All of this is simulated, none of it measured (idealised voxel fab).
process module | voxel air gaps
cross-section cut | 175 nm wide | cells 5 nm
A cross-section is a grid of square cells, given in bands from the top down. A band is one or more rows of cells.
Each band's line starts with the height of the band's top and of its bottom, in nm. Then come its materials from left to right, each with its width in nm. One material with "throughout" fills the band from edge to edge. "air" is empty space.
Height 0 is the level under which the wafer as received is all one material. The lowest band goes on downwards, as in "0 down".
A width such as "30 to 40" changes by the same amount from each row of cells to the next, from the band's top row to its bottom row.
"no change" after a step means that no cell of the cross-section changed.
closed voids: empty space of 8 cells or more with no open way to the top, each as width x height at its distance from the left edge, in nm
after a step's settings: what the simulator itself notes on the step
overlay nm, on a step with a mask: how far to the right of its planned place the mask lay; to the left if negative
plan
1 op RECEIVE | material Si
2 op CONFORMAL_DEP | material SiO2 | thk nm 15
3 op CONFORMAL_DEP | material SiCN | thk nm 5
4 op DIRECTIONAL_DEP | material lowk | thk nm 35
5 op DIRECTIONAL_DEP | material aC | thk nm 15
6 op PATTERN | tone open | mask id LINES | material resist | width nm 25 | pitch nm 50 | thk nm 30 | overlay nm 0
7 op DIRECTIONAL_ETCH | etch materials aC | depth nm 15
8 op STRIP | etch materials resist
9 op DIRECTIONAL_ETCH | etch materials lowk | depth nm 35
10 op STRIP | etch materials aC
11 op CONFORMAL_DEP | material TiN | thk nm 5
12 op FILL_DEP | material Cu | thk nm 5
13 op CMP | height nm 55
14 op EPI | material Ru | thk nm 10
15 op SELECTIVE_ETCH | etch materials lowk | depth nm 45
16 op CONFORMAL_DEP | material SiCN | thk nm 5
as received, after step 1
  0 down: Si throughout
  closed voids: none
first wafer at the end, as planned
  70 to 65: air 10 | SiCN 155 | air 10
  65 to 55: air 10 | SiCN 5 | Ru 45 | SiCN 5 | Ru 45 | SiCN 5 | Ru 45 | SiCN 5 | air 10
  55 to 50: air 10 | SiCN 15 | TiN 5 | Cu 15 | TiN 5 | SiCN 25 | TiN 5 | Cu 15 | TiN 5 | SiCN 25 | TiN 5 | Cu 15 | TiN 5 | SiCN 15 | air 10
  50 to 25: air 20 | SiCN 5 | TiN 5 | Cu 15 | TiN 5 | SiCN 5 | air 15 | SiCN 5 | TiN 5 | Cu 15 | TiN 5 | SiCN 5 | air 15 | SiCN 5 | TiN 5 | Cu 15 | TiN 5 | SiCN 5 | air 20
  25 to 20: SiCN 25 | TiN 25 | SiCN 25 | TiN 25 | SiCN 25 | TiN 25 | SiCN 25
  20 to 15: SiCN throughout
  15 to 0: SiO2 throughout
  0 down: Si throughout
  closed voids: 15 x 25 at 55; 15 x 25 at 105
second wafer at the end: like start, like plan, one mistake
  70 to 65: SiCN throughout
  65 to 55: Ru throughout
  55 to 50: TiN 30 | Cu 15 | TiN 35 | Cu 15 | TiN 35 | Cu 15 | TiN 30
  50 to 25: lowk 25 | TiN 5 | Cu 15 | TiN 5 | lowk 25 | TiN 5 | Cu 15 | TiN 5 | lowk 25 | TiN 5 | Cu 15 | TiN 5 | lowk 25
  25 to 20: lowk 25 | TiN 25 | lowk 25 | TiN 25 | lowk 25 | TiN 25 | lowk 25
  20 to 15: SiCN throughout
  15 to 0: SiO2 throughout
  0 down: Si throughout
  closed voids: none
what went wrong: step 4 ran as: op DIRECTIONAL_DEP | material lowk | thk nm 30
at the end the second wafer has, in cells: 16 more of Ru | 70 fewer of SiCN | 20 more of TiN | 120 more of lowk
closed voids at the end (first wafer, second wafer): 2, 0
